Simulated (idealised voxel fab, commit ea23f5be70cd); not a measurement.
Process module name: voxel ribs on slabs
For reference, the cross-section in this document is cut, with width 215 nm and square cells of 5 nm.
Just so we're on the same page, the cross-sections are grids of square cells, and they're listed out in bands top to bottom, each band one or more rows deep. The band entry comprises the height of the band's top followed by the height of its bottom, expressed in nm, and subsequently the band's materials from left to right, each stated together with its width in nm. Where a single material is marked with the word "throughout", that material fills the band from edge to edge. The word "blank" represents empty space. Zero point of the height axis is 0; under it, received wafer = one material. Lowest band: continues down indefinitely, "top 0, no bottom". When a width is written as two numbers, as in "30..40", the first number is the width in the top row of cells of the band and the second is the width in its bottom row, and the width changes by the same amount from each row to the next. Basically "no alterations made" means that step didn't change any cell in the cross-section. Voids not open to the top, 8 cells minimum: see "Closed voids list". Written width x height at distance; distance is from the left edge; nm. Whatever follows a step's settings on its line is a remark the simulator itself makes about that step. Each step line may optionally specify "overlay nm", which for a step with a mask gives the rightward distance between the mask's planned place and where it lay, a negative value indicating the leftward direction.

[plan]
1) RECEIVE (material Si)
2) DIRECTIONAL_DEP (material SiO2; thk nm 20)
3) DIRECTIONAL_DEP (material SiN; thk nm 25)
4) MASKED_ETCH (tone cover; mask id RIB; width nm 30; etch materials SiN; depth nm 10; overlay nm 0)
5) MASKED_ETCH (tone cover; mask id SLAB; width nm 70; etch materials SiN; depth nm 15; overlay nm 0)
6) FILL_DEP (material SiO2; thk nm 20)
7) CMP (height nm 55)
8) DIRECTIONAL_DEP (material W; thk nm 5)
9) MASKED_ETCH (tone cover; mask id HEATER; width nm 40; etch materials W; depth nm 5; overlay nm -15)
10) CONFORMAL_DEP (material SiO2; thk nm 5)
Be aware that, although all wafers share a common starting state, the overlay nm at step 9 differs among them, and the plan displays the first wafer's value.

[Cross-section of the first incoming wafer of several, state after step 1]
* top 0, no bottom = Si throughout
* Closed voids list: none

[Last step of the module is step 10; after it, the first of several wafers in cross-section]
* top 65, bottom 60 = blank 65 nm / SiO2 50 nm / blank 100 nm
* top 60, bottom 55 = SiO2 70 nm / W 40 nm / SiO2 105 nm
* top 55, bottom 45 = SiO2 throughout
* top 45, bottom 35 = SiO2 90 nm / SiN 30 nm / SiO2 95 nm
* top 35, bottom 20 = SiO2 70 nm / SiN 70 nm / SiO2 75 nm
* top 20, bottom 0 = SiO2 throughout
* top 0, no bottom = Si throughout
* Closed voids list: none

[Cross-sectional view, end of module, last wafer of several]
* top 65, bottom 60 = blank 95 nm / SiO2 50 nm / blank 70 nm
* top 60, bottom 55 = SiO2 100 nm / W 40 nm / SiO2 75 nm
* top 55, bottom 45 = SiO2 throughout
* top 45, bottom 35 = SiO2 90 nm / SiN 30 nm / SiO2 95 nm
* top 35, bottom 20 = SiO2 70 nm / SiN 70 nm / SiO2 75 nm
* top 20, bottom 0 = SiO2 throughout
* top 0, no bottom = Si throughout
* Closed voids list: none

[wafer rows; end of module; cells per material since receipt: (+) gained, (-) lost; then closed voids]
overlay nm -15, +54 SiN, +464 SiO2, +8 W, Closed voids list: none
overlay nm -10, +54 SiN, +464 SiO2, +8 W, Closed voids list: none
overlay nm -5, +54 SiN, +464 SiO2, +8 W, Closed voids list: none
overlay nm 0, +54 SiN, +464 SiO2, +8 W, Closed voids list: none
overlay nm 5, +54 SiN, +464 SiO2, +8 W, Closed voids list: none
overlay nm 10, +54 SiN, +464 SiO2, +8 W, Closed voids list: none
overlay nm 15, +54 SiN, +464 SiO2, +8 W, Closed voids list: none
